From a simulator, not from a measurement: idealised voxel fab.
Process module in this document: voxel capacitor over wiring
Square cell edge 5 nm, section width 235 nm, ID cut.
Cross-section spec: square-cell grid; bands listed top down; each band is one or more rows. The band entry comprises the height of the band's top followed by the height of its bottom, expressed in nm, and subsequently the band's materials from left to right, each stated together with its width in nm. Where a single material is marked with the word "throughout", that material fills the band from edge to edge. The word "blank" represents empty space. We count height from 0. Below that, the starting wafer is all one material. The lowest band never ends at the bottom but goes on down; see "0 -> down" for how that is written. Width "30 to 40": first value at the band's top row of cells, second value at its bottom row, equal change from row to row. Where a step carries "stayed the same", the cross-section came out of it unchanged, cell for cell. Empty spaces counting at least 8 cells and having no open way to the top are listed in "Cavities, sealed". The notation width x height at distance is used for each, the distance being from the left edge and all three values in nm. Step line, after settings: the simulator's comment on this step. overlay nm: step with mask; distance mask lay right of planned place; negative value = left of planned place.

HERE'S WHAT THE PLANNED PROCESS STEPS LOOK LIKE
step 1: RECEIVE (material Si)
step 2: CONFORMAL_DEP (material SiO2; thk nm 15)
step 3: DIRECTIONAL_DEP (material TiN; thk nm 5)
step 4: DIRECTIONAL_DEP (material Ru; thk nm 20)
step 5: DIRECTIONAL_DEP (material aC; thk nm 10)
step 6: PATTERN (tone cover; mask id METAL_1; material resist; width nm 20; pitch nm 90; thk nm 30; overlay nm 0)
step 7: DIRECTIONAL_ETCH (etch materials aC; depth nm 10)
step 8: STRIP (etch materials resist)
step 9: DIRECTIONAL_ETCH (etch materials Ru; depth nm 20)
step 10: DIRECTIONAL_ETCH (etch materials TiN; depth nm 5)
step 11: STRIP (etch materials aC)
step 12: FILL_DEP (material SiO2; thk nm 10)
step 13: CMP (height nm 40)
step 14: CONFORMAL_DEP (material SiCN; thk nm 5)
step 15: DIRECTIONAL_DEP (material lowk; thk nm 15)
step 16: MASKED_ETCH (tone open; mask id PLUG_1; width nm 15; etch materials lowk; depth nm 15; overlay nm 0)
step 17: MASKED_ETCH (tone open; mask id PLUG_1; width nm 15; etch materials SiCN; depth nm 5; overlay nm 0)
step 18: CONFORMAL_DEP (material TiN; thk nm 5)
step 19: FILL_DEP (material Ru; thk nm 10)
step 20: CMP (height nm 60)
step 21: DIRECTIONAL_DEP (material TiN; thk nm 10)
step 22: DIRECTIONAL_DEP (material Al2O3; thk nm 5)
step 23: DIRECTIONAL_DEP (material TiN; thk nm 5)
step 24: PATTERN (tone cover; mask id UPPER_PLATE; material resist; width nm 75; thk nm 20; overlay nm 0)
step 25: DIRECTIONAL_ETCH (etch materials TiN; depth nm 5)
step 26: DIRECTIONAL_ETCH (etch materials Al2O3; depth nm 5)
step 27: STRIP (etch materials resist)
step 28: PATTERN (tone cover; mask id LOWER_PLATE; material resist; width nm 85; thk nm 15; overlay nm 0)
step 29: DIRECTIONAL_ETCH (etch materials TiN; depth nm 10)
step 30: STRIP (etch materials resist)
step 31: FILL_DEP (material SiO2; thk nm 15)
step 32: CMP (height nm 90)
step 33: MASKED_ETCH (tone open; mask id PLUG_2; width nm 15; etch materials SiO2; depth nm 10; overlay nm 0)
step 34: CONFORMAL_DEP (material TiN; thk nm 5)
step 35: FILL_DEP (material Ru; thk nm 10)
step 36: CMP (height nm 90)
step 37: CONFORMAL_DEP (material SiN; thk nm 5)

AS RECEIVED, AFTER STEP 1
* 0 -> down = Si throughout
* Cavities, sealed: none

END-OF-MODULE CROSS-SECTION. STARTING STRUCTURE AND PROCESS PLAN AS ABOVE; ONE MISTAKE MADE IN RUNNING IT
* 95 -> 90 = SiN throughout
* 90 -> 85 = 75 nm SiO2 | 5 nm TiN | 5 nm Ru | 5 nm TiN | 145 nm SiO2
* 85 -> 75 = 75 to 65 nm SiO2 | 15 to 75 nm TiN | 145 to 95 nm SiO2
* 75 -> 70 = 65 nm SiO2 | 75 nm Al2O3 | 95 nm SiO2
* 70 -> 60 = 65 nm SiO2 | 80 nm TiN | 90 nm SiO2
* 60 -> 45 = 65 nm lowk | 5 nm TiN | 5 nm Ru | 5 nm TiN | 155 nm lowk
* 45 -> 40 = 65 nm SiCN | 15 nm TiN | 155 nm SiCN
* 40 -> 20 = 60 nm SiO2 | 20 nm Ru | 70 nm SiO2 | 20 nm Ru | 65 nm SiO2
* 20 -> 15 = 60 nm SiO2 | 20 nm TiN | 70 nm SiO2 | 20 nm TiN | 65 nm SiO2
* 15 -> 0 = SiO2 throughout
* 0 -> down = Si throughout
* Cavities, sealed: none
Against the plan, the run slipped here: step 28, actual vs plan mismatch, actual run PATTERN (tone cover; mask id LOWER_PLATE; material resist; width nm 80; thk nm 15; overlay nm 0)
